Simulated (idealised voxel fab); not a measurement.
You're looking at the process module voxel gate over fins.
For reference, the cross-section in this document is cut, with width 255 nm and square cells of 5 nm.
Cross-section format: a grid of square cells, given as bands from top to bottom; each band is one or more rows of cells. Read a band's entry like this: the first values are the height of its top and the height of its bottom in nm, and what follows is the sequence of materials from left to right, each with its width in nm. Note that "blank" is empty space, and that a single material marked "edge to edge" reaches across the band from edge to edge. Counting heights begins at 0, where everything beneath is, in the wafer as received, one material. The lowest band has no bottom; it goes on downwards, as "from 0 down" shows. Graded width ("30->40"): value in top row of band = first number; value in bottom row = second number; row-to-row change constant. "identical to before" means the step left every cell of the cross-section as it was. Enclosed voids (no open way to top), threshold 8 cells or more, entry "Closed void roster", notation width x height at distance, distance from left edge, nm. Past the settings on a step's line: simulator remark, on that step. Regarding "overlay nm": on a step with a mask, it is the distance the mask lay to the right of its planned place; a negative value places it to the left.

**This section lists the process steps that were planned**
| 1 | RECEIVE [material Si] |
| 2 | CONFORMAL_DEP [material SiN] [thk nm 5] |
| 3 | MASKED_ETCH [tone cover] [mask id FINS] [width nm 15] [pitch nm 50] [etch materials SiN] [depth nm 5] [overlay nm 0] |
| 4 | MASKED_ETCH [tone cover] [mask id FINS] [width nm 15] [pitch nm 50] [etch materials Si] [depth nm 30] [overlay nm 0] |
| 5 | FILL_DEP [material SiO2] [thk nm 10] |
| 6 | CMP [height nm 5] |
| 7 | MASKED_ETCH [tone open] [mask id RAIL] [width nm 15] [etch materials SiO2] [depth nm 30] [overlay nm 0] |
| 8 | CONFORMAL_DEP [material TiN] [thk nm 5] |
| 9 | FILL_DEP [material Ru] [thk nm 5] |
| 10 | CMP [height nm 5] |
| 11 | SELECTIVE_ETCH [etch materials W Ru TiN] [depth nm 20] |
| 12 | FILL_DEP [material SiO2] [thk nm 5] |
| 13 | CMP [height nm 5] |
| 14 | SELECTIVE_ETCH [etch materials SiO2] [depth nm 15] |
| 15 | STRIP [etch materials SiN] |
| 16 | CONFORMAL_DEP [material HfO2] [thk nm 5] |
| 17 | CONFORMAL_DEP [material TiN] [thk nm 5] |
| 18 | CONFORMAL_DEP [material TiAl] [thk nm 5] |
| 19 | CONFORMAL_DEP [material TiN] [thk nm 5] |
| 20 | FILL_DEP [material W] [thk nm 10] |
| 21 | CMP [height nm 25] |
| 22 | CONFORMAL_DEP [material SiCN] [thk nm 5] |

**As-received state of the wafer in cross-section, equivalent to post-step 1**
	from 0 down | Si edge to edge
	Closed void roster: none

**First wafer of two, sectioned at end of module; run went per plan**
	from 30 to 25 | SiCN edge to edge
	from 25 to 20 | W edge to edge
	from 20 to 15 | W (50); TiN (155); W (50)
	from 15 to 10 | W (50); TiN (5); TiAl (45); TiN (5); TiAl (45); TiN (5); TiAl (45); TiN (5); W (50)
	from 10 to 5 | TiN (55); TiAl (5); TiN (35); TiAl (5); TiN (5); TiAl (5); TiN (35); TiAl (5); TiN (5); TiAl (5); TiN (35); TiAl (5); TiN (55)
	from 5 to 0 | TiAl (60); TiN (5); HfO2 (25); TiN (5); TiAl (15); TiN (5); HfO2 (25); TiN (5); TiAl (15); TiN (5); HfO2 (25); TiN (5); TiAl (60)
	from 0 to -5 | TiN (65); HfO2 (5); Si (15); HfO2 (5); TiN (25); HfO2 (5); Si (15); HfO2 (5); TiN (25); HfO2 (5); Si (15); HfO2 (5); TiN (65)
	from -5 to -10 | HfO2 (70); Si (15); HfO2 (35); Si (15); HfO2 (35); Si (15); HfO2 (70)
	from -10 to -15 | SiO2 (70); Si (15); SiO2 (35); Si (15); SiO2 (35); Si (15); SiO2 (70)
	from -15 to -20 | SiO2 (70); Si (15); SiO2 (10); TiN (5); Ru (5); TiN (5); SiO2 (10); Si (15); SiO2 (35); Si (15); SiO2 (70)
	from -20 to -25 | SiO2 (70); Si (15); SiO2 (10); TiN (15); SiO2 (10); Si (15); SiO2 (35); Si (15); SiO2 (70)
	from -25 to -30 | SiO2 (70); Si (15); SiO2 (35); Si (15); SiO2 (35); Si (15); SiO2 (70)
	from -30 down | Si edge to edge
	Closed void roster: none

**Second of two wafers, module complete, sectioned: it shares the first wafer's start and plan but was run with one mistake**
	from 30 to 25 | SiCN edge to edge
	from 25 to 20 | W (75); TiN (55); W (125)
	from 20 to 15 | W (50); TiN (30); TiAl (45); TiN (80); W (50)
	from 15 to 10 | W (50); TiN (5); TiAl (30); TiN (35); TiAl (30); TiN (5); TiAl (45); TiN (5); W (50)
	from 10 to 5 | TiN (55); TiAl (5); TiN (30); HfO2 (25); TiN (30); TiAl (5); TiN (5); TiAl (5); TiN (35); TiAl (5); TiN (55)
	from 5 to 0 | TiAl (60); TiN (5); HfO2 (75); TiN (5); TiAl (15); TiN (5); HfO2 (25); TiN (5); TiAl (60)
	from 0 to -5 | TiN (65); HfO2 (5); Si (15); HfO2 (35); Si (15); HfO2 (5); TiN (25); HfO2 (5); Si (15); HfO2 (5); TiN (65)
	from -5 to -10 | HfO2 (70); Si (15); HfO2 (35); Si (15); HfO2 (35); Si (15); HfO2 (70)
	from -10 to -15 | SiO2 (70); Si (15); SiO2 (10); HfO2 (15); SiO2 (10); Si (15); SiO2 (35); Si (15); SiO2 (70)
	from -15 to -20 | SiO2 (70); Si (15); SiO2 (10); TiN (5); Ru (5); TiN (5); SiO2 (10); Si (15); SiO2 (35); Si (15); SiO2 (70)
	from -20 to -25 | SiO2 (70); Si (15); SiO2 (10); TiN (15); SiO2 (10); Si (15); SiO2 (35); Si (15); SiO2 (70)
	from -25 to -30 | SiO2 (70); Si (15); SiO2 (35); Si (15); SiO2 (35); Si (15); SiO2 (70)
	from -30 down | Si edge to edge
	Closed void roster: none
Heads up, the wafer didn't run the way we planned it: step 12 did not happen as planned, as run it was FILL_DEP [material HfO2] [thk nm 5]
Count the cells at the end and the second wafer has more or fewer of some materials than the first: +18 HfO2 | -3 SiO2 | -2 TiAl | -2 TiN | -11 W
